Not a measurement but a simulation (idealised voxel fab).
The following process module bears the name voxel capacitor over wiring.
This is section cut - it's 160 nm across, gridded in 5 nm square cells.
Bands, listed from the top down, are how a cross-section gets written in this document; the cross-section itself is a grid of square cells, and a band is one or more rows of them. For a band, the entry starts with two heights in nm, that of the top and then that of the bottom, and carries on with the band's materials in order from left to right, each alongside its width in nm; the word "edge to edge" beside a single material means it fills the band edge to edge, and "blank" means empty space. Ref level 0: as-received wafer is one material below here. Bottom band extends down with no lower bound ("0..down"). With a width like "30..40", each row of cells in the band differs from the next by the same amount, the top row carrying the first number and the bottom row the second. Take "left unchanged" at face value: in the step it is given for, the cross-section changed in none of its cells. "Closed void list" specifies each empty space that is not open to the top and that occupies no fewer than 8 cells, using the form width x height at distance, the distance measured from the left edge and all three quantities in nm. If you see something after the settings on a step's line, that's the simulator's own remark about that step. Each step line may optionally specify "overlay nm", which for a step with a mask gives the rightward distance between the mask's planned place and where it lay, a negative value indicating the leftward direction.
## List of planned process steps
1. RECEIVE: material Si
2. CONFORMAL_DEP: material SiO2, thk nm 10
3. DIRECTIONAL_DEP: material TiN, thk nm 5
4. DIRECTIONAL_DEP: material Ru, thk nm 15
5. MASKED_ETCH: tone cover, mask id METAL_1, width nm 20, pitch nm 90, etch materials Ru, depth nm 15, overlay nm 0
6. MASKED_ETCH: tone cover, mask id METAL_1, width nm 20, pitch nm 90, etch materials TiN, depth nm 5, overlay nm 0
7. CONFORMAL_DEP: material SiN, thk nm 5
8. FILL_DEP: material lowk, thk nm 5
9. CMP: height nm 30
10. CONFORMAL_DEP: material SiCN, thk nm 5
11. DIRECTIONAL_DEP: material lowk, thk nm 20
12. DIRECTIONAL_DEP: material aC, thk nm 10
13. PATTERN: tone open, mask id PLUG_1, material resist, width nm 15, thk nm 25, overlay nm 0
14. DIRECTIONAL_ETCH: etch materials aC, depth nm 10
15. STRIP: etch materials resist
16. DIRECTIONAL_ETCH: etch materials lowk, depth nm 20
17. DIRECTIONAL_ETCH: etch materials SiCN, depth nm 5
18. STRIP: etch materials aC
19. EPI: material Ru, thk nm 10
20. EPI: material Ru, thk nm 10
21. EPI: material Ru, thk nm 5
22. DIRECTIONAL_DEP: material TiN, thk nm 10
23. DIRECTIONAL_DEP: material Al2O3, thk nm 5
24. DIRECTIONAL_DEP: material TiN, thk nm 10
25. MASKED_ETCH: tone cover, mask id UPPER_PLATE, width nm 75, etch materials TiN, depth nm 10, overlay nm 0
26. MASKED_ETCH: tone cover, mask id UPPER_PLATE, width nm 75, etch materials Al2O3, depth nm 5, overlay nm 0
27. DIRECTIONAL_DEP: material aC, thk nm 15
28. PATTERN: tone cover, mask id LOWER_PLATE, material resist, width nm 85, thk nm 35, overlay nm -10
29. DIRECTIONAL_ETCH: etch materials aC, depth nm 15
30. STRIP: etch materials resist
31. DIRECTIONAL_ETCH: etch materials TiN, depth nm 10
32. STRIP: etch materials aC
33. FILL_DEP: material SiO2, thk nm 20
34. CMP: height nm 95
35. PATTERN: tone open, mask id PLUG_2, material resist, width nm 15, thk nm 20, overlay nm 0
36. DIRECTIONAL_ETCH: etch materials SiO2, depth nm 15
37. STRIP: etch materials resist
38. CONFORMAL_DEP: material TiN, thk nm 5
39. FILL_DEP: material Cu, thk nm 5
40. CMP: height nm 95
41. CONFORMAL_DEP: material SiCN, thk nm 5
Heads up: all these wafers start the same, and what changes between them is the overlay nm in step 28. The value you see in the plan is just what the first wafer got.
## So this is the first of several wafers, cross-sectioned as it came to us, meaning it's at the end of step 1
    0..down  Si edge to edge
    Closed void list: none
## The first of several wafers, seen in cross-section after the module's last step, step 41
    100..95  SiCN edge to edge
    95..85  40 of SiO2, 5 of TiN, 5 of Cu, 5 of TiN, 105 of SiO2
    85..80  40 of SiO2, 15 of TiN, 105 of SiO2
    80..70  30 of SiO2, 70 of TiN, 60 of SiO2
    70..65  30 of SiO2, 75 of Al2O3, 55 of SiO2
    65..55  15 of SiO2, 90 of TiN, 55 of SiO2
    55..35  30 of lowk, 15 of Ru, 115 of lowk
    35..30  30 of SiCN, 15 of Ru, 115 of SiCN
    30..15  20 of lowk, 5 of SiN, 20 of Ru, 5 of SiN, 60 of lowk, 5 of SiN, 20 of Ru, 5 of SiN, 20 of lowk
    15..10  25 of SiN, 20 of TiN, 70 of SiN, 20 of TiN, 25 of SiN
    10..0  SiO2 edge to edge
    0..down  Si edge to edge
    Closed void list: none
## At the end of the module, the last of several wafers in cross-section
    100..95  SiCN edge to edge
    95..85  40 of SiO2, 5 of TiN, 5 of Cu, 5 of TiN, 105 of SiO2
    85..80  40 of SiO2, 15 of TiN, 105 of SiO2
    80..70  40 of SiO2, 65 of TiN, 55 of SiO2
    70..65  30 of SiO2, 75 of Al2O3, 55 of SiO2
    65..55  30 of SiO2, 95 of TiN, 35 of SiO2
    55..35  30 of lowk, 15 of Ru, 115 of lowk
    35..30  30 of SiCN, 15 of Ru, 115 of SiCN
    30..15  20 of lowk, 5 of SiN, 20 of Ru, 5 of SiN, 60 of lowk, 5 of SiN, 20 of Ru, 5 of SiN, 20 of lowk
    15..10  25 of SiN, 20 of TiN, 70 of SiN, 20 of TiN, 25 of SiN
    10..0  SiO2 edge to edge
    0..down  Si edge to edge
    Closed void list: none
## Heads up, this table goes wafer by wafer. A row tells you, at the end of the module, how many cells of each material that wafer has put on (+) or dropped (-) since it was received, and then its closed voids
overlay nm -10, +15 Al2O3, +2 Cu, +39 Ru, +61 SiCN, +36 SiN, +232 SiO2, +79 TiN, +176 lowk, Closed void list: none
overlay nm -5, +15 Al2O3, +2 Cu, +39 Ru, +61 SiCN, +36 SiN, +232 SiO2, +79 TiN, +176 lowk, Closed void list: none
overlay nm 0, +15 Al2O3, +2 Cu, +39 Ru, +61 SiCN, +36 SiN, +232 SiO2, +79 TiN, +176 lowk, Closed void list: none
overlay nm 5, +15 Al2O3, +2 Cu, +39 Ru, +61 SiCN, +36 SiN, +232 SiO2, +79 TiN, +176 lowk, Closed void list: none
overlay nm 10, +15 Al2O3, +2 Cu, +39 Ru, +61 SiCN, +36 SiN, +232 SiO2, +79 TiN, +176 lowk, Closed void list: none
overlay nm 15, +15 Al2O3, +2 Cu, +39 Ru, +61 SiCN, +36 SiN, +232 SiO2, +79 TiN, +176 lowk, Closed void list: none
